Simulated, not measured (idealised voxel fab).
process module | voxel plated lines
cross-section cut | 235 nm wide | cells 5 nm
A cross-section is a grid of square cells, given in bands from the top down. A band is one or more rows of cells.
Each band's line starts with the height of the band's top and of its bottom, in nm. Then come its materials from left to right, each with its width in nm. One material with "throughout" fills the band from edge to edge. "air" is empty space.
Height 0 is the level under which the wafer as received is all one material. The lowest band goes on downwards, as in "0 down".
A width such as "30 to 40" changes by the same amount from each row of cells to the next, from the band's top row to its bottom row.
"no change" after a step means that no cell of the cross-section changed.
closed voids: empty space of 8 cells or more with no open way to the top, each as width x height at its distance from the left edge, in nm
after a step's settings: what the simulator itself notes on the step
overlay nm, on a step with a mask: how far to the right of its planned place the mask lay; to the left if negative
plan
1 op RECEIVE | material Si
2 op CONFORMAL_DEP | material SiO2 | thk nm 15
3 op DIRECTIONAL_DEP | material TiN | thk nm 5
4 op PATTERN | tone open | mask id LINES | material resist | width nm 15 | pitch nm 35 | thk nm 35 | overlay nm 0
5 op EPI | material Ru | thk nm 5
6 op EPI | material Ru | thk nm 10
7 op EPI | material Ru | thk nm 5
8 op STRIP | etch materials resist
9 op DIRECTIONAL_ETCH | etch materials TiN | depth nm 5
10 op CONFORMAL_DEP | material SiN | thk nm 5
first wafer, as planned
as received, after step 1
  0 down: Si throughout
  closed voids: none
after step 2
  15 to 0: SiO2 throughout
  below 0: unchanged
after step 3
  20 to 15: TiN throughout
  below 15: unchanged
after step 4
  55 to 20: resist 90 | air 15 | resist 20 | air 15 | resist 95
  below 20: unchanged
after step 5
  55 to 25: resist 90 | air 15 | resist 20 | air 15 | resist 95
  25 to 20: resist 90 | Ru 15 | resist 20 | Ru 15 | resist 95
  below 20: unchanged
after step 6
  55 to 35: resist 90 | air 15 | resist 20 | air 15 | resist 95
  35 to 20: resist 90 | Ru 15 | resist 20 | Ru 15 | resist 95
  below 20: unchanged
after step 7
  55 to 40: resist 90 | air 15 | resist 20 | air 15 | resist 95
  40 to 20: resist 90 | Ru 15 | resist 20 | Ru 15 | resist 95
  below 20: unchanged
after step 8
  40 to 20: air 90 | Ru 15 | air 20 | Ru 15 | air 95
  below 20: unchanged
after step 9
  40 to 20: air 90 | Ru 15 | air 20 | Ru 15 | air 95
  20 to 15: air 90 | TiN 15 | air 20 | TiN 15 | air 95
  below 15: unchanged
after step 10
  45 to 40: air 85 | SiN 25 | air 10 | SiN 25 | air 90
  40 to 20: air 85 | SiN 5 | Ru 15 | SiN 5 | air 10 | SiN 5 | Ru 15 | SiN 5 | air 90
  20 to 15: SiN 90 | TiN 15 | SiN 20 | TiN 15 | SiN 95
  below 15: unchanged
second wafer: like start, like plan, one mistake. Through step 8 it matches the first wafer
when step 9 should have ended
  35 to 20: air 90 | Ru 15 | air 20 | Ru 15 | air 95
  below 20: unchanged
when step 10 should have ended
  40 to 35: air 85 | SiN 25 | air 10 | SiN 25 | air 90
  35 to 25: air 85 | SiN 5 | Ru 15 | SiN 5 | air 10 | SiN 5 | Ru 15 | SiN 5 | air 90
  25 to 20: SiN 90 | Ru 15 | SiN 20 | Ru 15 | SiN 95
  below 20: unchanged
what went wrong: step 9 ran as: op DIRECTIONAL_ETCH | etch materials Ru | depth nm 5
at the end the second wafer has, in cells: 6 fewer of Ru | 8 fewer of SiN | 41 more of TiN
